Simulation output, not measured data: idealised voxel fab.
Process module, titled voxel self aligned vias
Cross-section cut spans 250 nm and uses square cells 5 nm in size.
Cross-section = grid of square cells, listed top down in bands; band = one or more rows.
Heights first: top, then bottom, in nm. Then materials, left to right, each with a width in nm. "edge to edge" on a single material: fills the band edge to edge. "blank": empty space.
Where do heights start? At 0: under that level the wafer as delivered is made of one material only. And the lowest band has no floor; it just carries on downward, as in "0..down".
A width such as "30 to 40" changes by the same amount from each row of cells to the next, from the band's top row to its bottom row.
"everything unchanged" after a step means that no cell of the cross-section changed.
Empty spaces without an open route to the top, at least 8 cells in extent, make up the entry "Voids, fully enclosed"; each is given as width x height at distance, where the distance is measured from the left edge, and all are in nm.
Where a step's line continues beyond its settings, the continuation is a remark by the simulator itself on that step.
For masked steps, "overlay nm" on the step line gives how far right of plan the mask actually lay; a minus sign means it lay to the left.
-- Intended process steps
step 1: RECEIVE: material Si
step 2: CONFORMAL_DEP: material SiO2, thk nm 10
step 3: CONFORMAL_DEP: material SiCN, thk nm 5
step 4: DIRECTIONAL_DEP: material lowk, thk nm 25
step 5: PATTERN: tone open, mask id LINES, material resist, width nm 30, pitch nm 65, thk nm 15, overlay nm 0
step 6: DIRECTIONAL_ETCH: etch materials lowk, depth nm 25
step 7: STRIP: etch materials resist
step 8: CONFORMAL_DEP: material TiN, thk nm 5
step 9: FILL_DEP: material Ru, thk nm 10
step 10: CMP: height nm 40
step 11: SELECTIVE_ETCH: etch materials W Ru TiN, depth nm 10
step 12: FILL_DEP: material SiN, thk nm 10
step 13: CMP: height nm 40
step 14: DIRECTIONAL_DEP: material lowk, thk nm 15
step 15: PATTERN: tone open, mask id VIAS, material resist, width nm 50, pitch nm 65, thk nm 20, overlay nm 0
step 16: DIRECTIONAL_ETCH: etch materials lowk, depth nm 15
step 17: DIRECTIONAL_ETCH: etch materials SiN, depth nm 10
step 18: STRIP: etch materials resist
step 19: CONFORMAL_DEP: material TiN, thk nm 5
step 20: FILL_DEP: material W, thk nm 5
step 21: CMP: height nm 55
step 22: CONFORMAL_DEP: material SiN, thk nm 5
-- Received-state cross-section, reflecting completion of step 1
    0..down  Si edge to edge
    Voids, fully enclosed: none
-- Module complete, cross-section. Starting point and plan per above. One mistake made in running the module
    60..55  SiN edge to edge
    55..45  35 nm lowk; 5 nm TiN; 40 nm W; 5 nm TiN; 15 nm lowk; 5 nm TiN; 40 nm W; 5 nm TiN; 15 nm lowk; 5 nm TiN; 40 nm W; 5 nm TiN; 35 nm lowk
    45..40  35 nm lowk; 50 nm TiN; 15 nm lowk; 50 nm TiN; 15 nm lowk; 50 nm TiN; 35 nm lowk
    40..30  35 nm SiN; 10 nm TiN; 30 nm lowk; 10 nm TiN; 15 nm SiN; 10 nm TiN; 30 nm lowk; 10 nm TiN; 15 nm SiN; 10 nm TiN; 30 nm lowk; 10 nm TiN; 35 nm SiN
    30..20  40 nm Ru; 5 nm TiN; 30 nm lowk; 5 nm TiN; 25 nm Ru; 5 nm TiN; 30 nm lowk; 5 nm TiN; 25 nm Ru; 5 nm TiN; 30 nm lowk; 5 nm TiN; 40 nm Ru
    20..15  45 nm TiN; 30 nm lowk; 35 nm TiN; 30 nm lowk; 35 nm TiN; 30 nm lowk; 45 nm TiN
    15..10  SiCN edge to edge
    10..0  SiO2 edge to edge
    0..down  Si edge to edge
    Voids, fully enclosed: none
Heads up, the wafer didn't run the way we planned it: step 5 ran differently from the plan; actual operation with settings: PATTERN: tone cover, mask id LINES, material resist, width nm 30, pitch nm 65, thk nm 15, overlay nm 0
